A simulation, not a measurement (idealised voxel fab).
process module | voxel gate over fins
cross-section cut | 220 nm wide | cells 5 nm
A cross-section is a grid of square cells, given in bands from the top down. A band is one or more rows of cells.
Each band's line starts with the height of the band's top and of its bottom, in nm. Then come its materials from left to right, each with its width in nm. One material with "throughout" fills the band from edge to edge. "air" is empty space.
Height 0 is the level under which the wafer as received is all one material. The lowest band goes on downwards, as in "0 down".
A width such as "30 to 40" changes by the same amount from each row of cells to the next, from the band's top row to its bottom row.
"no change" after a step means that no cell of the cross-section changed.
closed voids: empty space of 8 cells or more with no open way to the top, each as width x height at its distance from the left edge, in nm
after a step's settings: what the simulator itself notes on the step
overlay nm, on a step with a mask: how far to the right of its planned place the mask lay; to the left if negative
plan
1 op RECEIVE | material Si
2 op CONFORMAL_DEP | material SiN | thk nm 10
3 op PATTERN | tone cover | mask id FINS | material resist | width nm 15 | pitch nm 50 | thk nm 20 | overlay nm 0
4 op DIRECTIONAL_ETCH | etch materials SiN | depth nm 10
5 op DIRECTIONAL_ETCH | etch materials Si | depth nm 40
6 op STRIP | etch materials resist
7 op OXIDIZE | depth nm 5
8 op FILL_DEP | material SiO2 | thk nm 5
9 op CMP | height nm 10
10 op DIRECTIONAL_DEP | material aC | thk nm 10
11 op PATTERN | tone open | mask id RAIL | material resist | width nm 15 | thk nm 25 | overlay nm 0
12 op DIRECTIONAL_ETCH | etch materials aC | depth nm 10
13 op STRIP | etch materials resist
14 op DIRECTIONAL_ETCH | etch materials SiO2 | depth nm 45
15 op STRIP | etch materials aC
16 op CONFORMAL_DEP | material TiN | thk nm 5
17 op FILL_DEP | material W | thk nm 10
18 op CMP | height nm 10
19 op SELECTIVE_ETCH | etch materials W Ru TiN | depth nm 30
20 op FILL_DEP | material SiO2 | thk nm 5
21 op CMP | height nm 10
22 op SELECTIVE_ETCH | etch materials SiO2 | depth nm 20
23 op STRIP | etch materials SiN
24 op CONFORMAL_DEP | material HfO2 | thk nm 5
25 op CONFORMAL_DEP | material TiN | thk nm 5
26 op FILL_DEP | material W | thk nm 15
27 op CMP | height nm 20
28 op CONFORMAL_DEP | material SiCN | thk nm 5
as received, after step 1
  0 down: Si throughout
  closed voids: none
first wafer at the end, as planned
  25 to 20: SiCN throughout
  20 to 10: W throughout
  10 to 5: W 20 | TiN 25 | W 25 | TiN 25 | W 25 | TiN 25 | W 25 | TiN 25 | W 25
  5 to 0: W 20 | TiN 5 | HfO2 15 | TiN 5 | W 25 | TiN 5 | HfO2 15 | TiN 5 | W 25 | TiN 5 | HfO2 15 | TiN 5 | W 25 | TiN 5 | HfO2 15 | TiN 5 | W 25
  0 to -5: TiN 25 | HfO2 5 | Si 5 | HfO2 5 | TiN 35 | HfO2 5 | Si 5 | HfO2 5 | TiN 35 | HfO2 5 | Si 5 | HfO2 5 | TiN 35 | HfO2 5 | Si 5 | HfO2 5 | TiN 30
  -5 to -10: HfO2 30 | Si 5 | HfO2 45 | Si 5 | HfO2 45 | Si 5 | HfO2 45 | Si 5 | HfO2 35
  -10 to -20: SiO2 30 | Si 5 | SiO2 45 | Si 5 | SiO2 45 | Si 5 | SiO2 45 | Si 5 | SiO2 35
  -20 to -30: SiO2 30 | Si 5 | SiO2 15 | TiN 5 | W 5 | TiN 5 | SiO2 15 | Si 5 | SiO2 45 | Si 5 | SiO2 45 | Si 5 | SiO2 35
  -30 to -35: SiO2 30 | Si 5 | SiO2 15 | TiN 15 | SiO2 15 | Si 5 | SiO2 45 | Si 5 | SiO2 45 | Si 5 | SiO2 35
  -35 to -45: SiO2 30 | Si 5 | SiO2 45 | Si 5 | SiO2 45 | Si 5 | SiO2 45 | Si 5 | SiO2 35
  -45 down: Si throughout
  closed voids: none
second wafer at the end: like start, like plan, one mistake
  25 to 20: SiCN throughout
  20 to 10: W throughout
  10 to 5: W 20 | TiN 25 | W 25 | TiN 25 | W 25 | TiN 25 | W 25 | TiN 25 | W 25
  5 to 0: W 20 | TiN 5 | HfO2 15 | TiN 5 | W 25 | TiN 5 | HfO2 15 | TiN 5 | W 25 | TiN 5 | HfO2 15 | TiN 5 | W 25 | TiN 5 | HfO2 15 | TiN 5 | W 25
  0 to -10: W 20 | TiN 5 | HfO2 5 | Si 5 | HfO2 5 | TiN 5 | W 25 | TiN 5 | HfO2 5 | Si 5 | HfO2 5 | TiN 5 | W 25 | TiN 5 | HfO2 5 | Si 5 | HfO2 5 | TiN 5 | W 25 | TiN 5 | HfO2 5 | Si 5 | HfO2 5 | TiN 5 | W 25
  -10 to -15: W 20 | TiN 5 | HfO2 5 | Si 5 | HfO2 5 | TiN 35 | HfO2 5 | Si 5 | HfO2 5 | TiN 5 | W 25 | TiN 5 | HfO2 5 | Si 5 | HfO2 5 | TiN 5 | W 25 | TiN 5 | HfO2 5 | Si 5 | HfO2 5 | TiN 5 | W 25
  -15 to -20: W 20 | TiN 5 | HfO2 5 | Si 5 | HfO2 5 | TiN 5 | HfO2 25 | TiN 5 | HfO2 5 | Si 5 | HfO2 5 | TiN 5 | W 25 | TiN 5 | HfO2 5 | Si 5 | HfO2 5 | TiN 5 | W 25 | TiN 5 | HfO2 5 | Si 5 | HfO2 5 | TiN 5 | W 25
  -20 to -25: TiN 25 | HfO2 5 | Si 5 | HfO2 5 | TiN 5 | HfO2 5 | TiN 5 | W 5 | TiN 5 | HfO2 5 | TiN 5 | HfO2 5 | Si 5 | HfO2 5 | TiN 35 | HfO2 5 | Si 5 | HfO2 5 | TiN 35 | HfO2 5 | Si 5 | HfO2 5 | TiN 30
  -25 to -30: HfO2 30 | Si 5 | HfO2 15 | TiN 5 | W 5 | TiN 5 | HfO2 15 | Si 5 | HfO2 45 | Si 5 | HfO2 45 | Si 5 | HfO2 35
  -30 to -35: SiO2 30 | Si 5 | SiO2 15 | TiN 15 | SiO2 15 | Si 5 | SiO2 45 | Si 5 | SiO2 45 | Si 5 | SiO2 35
  -35 to -45: SiO2 30 | Si 5 | SiO2 45 | Si 5 | SiO2 45 | Si 5 | SiO2 45 | Si 5 | SiO2 35
  -45 down: Si throughout
  closed voids: none
what went wrong: step 22 was run twice
at the end the second wafer has, in cells: 36 more of HfO2 | 154 fewer of SiO2 | 32 more of TiN | 86 more of W
